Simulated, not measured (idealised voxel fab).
The following is a process module called voxel spacer lines.
This is section cut - it's 225 nm across, gridded in 5 nm square cells.
Heads up, the way a cross-section reads in here is a grid of square cells, handed over as bands from the top down, with every band being one or more rows of cells. Top, bottom (nm), then materials left to right with widths (nm); lone material tagged "throughout" fills the whole band edge to edge; "empty" = empty space. The reference from which all heights are counted is 0, the level beneath which the as-received wafer is entirely one material; the lowest band, having no lower bound, proceeds downward and is written after the example "z 0 and below". The width entry "30..40" should be interpreted row by row: the top row of cells in the band takes the first number, the bottom row takes the second number, and the change between adjacent rows is uniform throughout. The designation "no alteration", where it is given for a processing step, indicates that no cell of the cross-section was altered in the course of that step. Listed in "Sealed internal cavities": every empty space of 8 or more cells without an open way to the top. Form: width x height at distance, the distance being from the left edge, all in nm. Text after the settings on a step's line: the simulator's own remark on that step. A step line may carry the setting "overlay nm", which, for steps involving a mask, states the distance by which the mask lay to the right of its intended position; negative values denote displacement to the left.
Steps in the process plan:
| 1 | RECEIVE (material Si) |
| 2 | CONFORMAL_DEP (material Al2O3; thk nm 10) |
| 3 | DIRECTIONAL_DEP (material polySi; thk nm 10) |
| 4 | DIRECTIONAL_DEP (material aC; thk nm 25) |
| 5 | PATTERN (tone cover; mask id MANDREL; material resist; width nm 25; pitch nm 70; thk nm 30; overlay nm 0) |
| 6 | DIRECTIONAL_ETCH (etch materials aC; depth nm 25) |
| 7 | STRIP (etch materials resist) |
| 8 | CONFORMAL_DEP (material SiO2; thk nm 10) |
| 9 | DIRECTIONAL_ETCH (etch materials SiO2; depth nm 10) |
| 10 | STRIP (etch materials aC) |
| 11 | DIRECTIONAL_ETCH (etch materials polySi; depth nm 10) |
| 12 | STRIP (etch materials SiO2) |
On the first of the two wafers: run conducted according to plan:
So this is the incoming wafer in cross-section - it's already been through step 1:
  z 0 and below | Si throughout
  Sealed internal cavities: none
After step 2, in cross-section:
  z 10 to 0 | Al2O3 throughout
  Anything lower than 0 is untouched.
After step 3, in cross-section:
  z 20 to 10 | polySi throughout
  Anything lower than 10 is untouched.
After step 4, in cross-section:
  z 45 to 20 | aC throughout
  Anything lower than 20 is untouched.
After step 5, in cross-section:
  z 75 to 45 | 65 of empty; 25 of resist; 45 of empty; 25 of resist; 65 of empty
  Anything lower than 45 is untouched.
After step 6, in cross-section:
  z 50 to 45 | 65 of empty; 25 of resist; 45 of empty; 25 of resist; 65 of empty
  z 45 to 20 | 65 of empty; 25 of aC; 45 of empty; 25 of aC; 65 of empty
  Anything lower than 20 is untouched.
After step 7, in cross-section:
  z 45 to 20 | 65 of empty; 25 of aC; 45 of empty; 25 of aC; 65 of empty
  Anything lower than 20 is untouched.
After step 8, in cross-section:
  z 55 to 45 | 55 of empty; 45 of SiO2; 25 of empty; 45 of SiO2; 55 of empty
  z 45 to 30 | 55 of empty; 10 of SiO2; 25 of aC; 10 of SiO2; 25 of empty; 10 of SiO2; 25 of aC; 10 of SiO2; 55 of empty
  z 30 to 20 | 65 of SiO2; 25 of aC; 45 of SiO2; 25 of aC; 65 of SiO2
  Anything lower than 20 is untouched.
After step 9, in cross-section:
  z 45 to 20 | 55 of empty; 10 of SiO2; 25 of aC; 10 of SiO2; 25 of empty; 10 of SiO2; 25 of aC; 10 of SiO2; 55 of empty
  Anything lower than 20 is untouched.
After step 10, in cross-section:
  z 45 to 20 | 55 of empty; 10 of SiO2; 25 of empty; 10 of SiO2; 25 of empty; 10 of SiO2; 25 of empty; 10 of SiO2; 55 of empty
  Anything lower than 20 is untouched.
After step 11, in cross-section:
  z 45 to 20 | 55 of empty; 10 of SiO2; 25 of empty; 10 of SiO2; 25 of empty; 10 of SiO2; 25 of empty; 10 of SiO2; 55 of empty
  z 20 to 10 | 55 of empty; 10 of polySi; 25 of empty; 10 of polySi; 25 of empty; 10 of polySi; 25 of empty; 10 of polySi; 55 of empty
  Anything lower than 10 is untouched.
After step 12, in cross-section:
  z 20 to 10 | 55 of empty; 10 of polySi; 25 of empty; 10 of polySi; 25 of empty; 10 of polySi; 25 of empty; 10 of polySi; 55 of empty
  Anything lower than 10 is untouched.
Notes, second wafer: start = first wafer's, plan = first wafer's, execution had one mistake; history identical to first through step 7:
Cross-section of the second wafer at the time step 8 of the plan should have ended:
  z 55 to 45 | 55 of empty; 45 of polySi; 25 of empty; 45 of polySi; 55 of empty
  z 45 to 30 | 55 of empty; 10 of polySi; 25 of aC; 10 of polySi; 25 of empty; 10 of polySi; 25 of aC; 10 of polySi; 55 of empty
  z 30 to 20 | 65 of polySi; 25 of aC; 45 of polySi; 25 of aC; 65 of polySi
  Anything lower than 20 is untouched.
Cross-section of the second wafer at the time step 9 of the plan should have ended: no alteration
Cross-section of the second wafer at the time step 10 of the plan should have ended: no alteration
Cross-section of the second wafer at the time step 11 of the plan should have ended:
  z 45 to 20 | 55 of empty; 10 of polySi; 25 of aC; 10 of polySi; 25 of empty; 10 of polySi; 25 of aC; 10 of polySi; 55 of empty
  Anything lower than 20 is untouched.
Cross-section of the second wafer at the time step 12 of the plan should have ended: no alteration
What went wrong in running the wafer? step 8 went in with a setting other than planned; the actual run was CONFORMAL_DEP (material polySi; thk nm 10)
Bottom line after processing is that, in cells, the second wafer is up or down on some materials versus the first: aC +50, polySi +114
